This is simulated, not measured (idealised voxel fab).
process module | voxel quadruple lines
cross-section cut | 230 nm wide | cells 5 nm
A cross-section is a grid of square cells, given in bands from the top down. A band is one or more rows of cells.
Each band's line starts with the height of the band's top and of its bottom, in nm. Then come its materials from left to right, each with its width in nm. One material with "throughout" fills the band from edge to edge. "air" is empty space.
Height 0 is the level under which the wafer as received is all one material. The lowest band goes on downwards, as in "0 down".
A width such as "30 to 40" changes by the same amount from each row of cells to the next, from the band's top row to its bottom row.
"no change" after a step means that no cell of the cross-section changed.
closed voids: empty space of 8 cells or more with no open way to the top, each as width x height at its distance from the left edge, in nm
after a step's settings: what the simulator itself notes on the step
overlay nm, on a step with a mask: how far to the right of its planned place the mask lay; to the left if negative
plan
1 op RECEIVE | material Si
2 op CONFORMAL_DEP | material Al2O3 | thk nm 5
3 op DIRECTIONAL_DEP | material W | thk nm 10
4 op DIRECTIONAL_DEP | material polySi | thk nm 15
5 op DIRECTIONAL_DEP | material aC | thk nm 25
6 op PATTERN | tone cover | mask id MANDREL | material resist | width nm 25 | pitch nm 80 | thk nm 35 | overlay nm -15
7 op DIRECTIONAL_ETCH | etch materials aC | depth nm 25
8 op STRIP | etch materials resist
9 op CONFORMAL_DEP | material SiO2 | thk nm 15
10 op DIRECTIONAL_ETCH | etch materials SiO2 | depth nm 15
11 op STRIP | etch materials aC
12 op DIRECTIONAL_ETCH | etch materials polySi | depth nm 15
13 op STRIP | etch materials SiO2
14 op CONFORMAL_DEP | material SiN | thk nm 5
15 op DIRECTIONAL_ETCH | etch materials SiN | depth nm 5
16 op STRIP | etch materials polySi
17 op DIRECTIONAL_ETCH | etch materials W | depth nm 10
18 op STRIP | etch materials SiN
19 op FILL_DEP | material lowk | thk nm 5
20 op CMP | height nm 15
varied across the wafers: overlay nm of step 6. The plan shows the first wafer's value. All wafers start alike
first wafer as received, after step 1
  0 down: Si throughout
  closed voids: none
first wafer at the end, after step 20
  15 to 5: lowk 25 | W 5 | lowk 15 | W 5 | lowk 15 | W 5 | lowk 15 | W 5 | lowk 15 | W 5 | lowk 15 | W 5 | lowk 15 | W 5 | lowk 15 | W 5 | lowk 60
  5 to 0: Al2O3 throughout
  0 down: Si throughout
  closed voids: none
last wafer at the end
  15 to 5: lowk 55 | W 5 | lowk 15 | W 5 | lowk 15 | W 5 | lowk 15 | W 5 | lowk 15 | W 5 | lowk 15 | W 5 | lowk 15 | W 5 | lowk 15 | W 5 | lowk 30
  5 to 0: Al2O3 throughout
  0 down: Si throughout
  closed voids: none
each wafer at the end: cells of each material gained (+) or lost (-) since it was received, then its closed voids
overlay nm -15 | +46 Al2O3 | +16 W | +76 lowk | closed voids: none
overlay nm -10 | +46 Al2O3 | +16 W | +76 lowk | closed voids: none
overlay nm -5 | +46 Al2O3 | +16 W | +76 lowk | closed voids: none
overlay nm 0 | +46 Al2O3 | +16 W | +76 lowk | closed voids: none
overlay nm 5 | +46 Al2O3 | +16 W | +76 lowk | closed voids: none
overlay nm 10 | +46 Al2O3 | +16 W | +76 lowk | closed voids: none
overlay nm 15 | +46 Al2O3 | +16 W | +76 lowk | closed voids: none
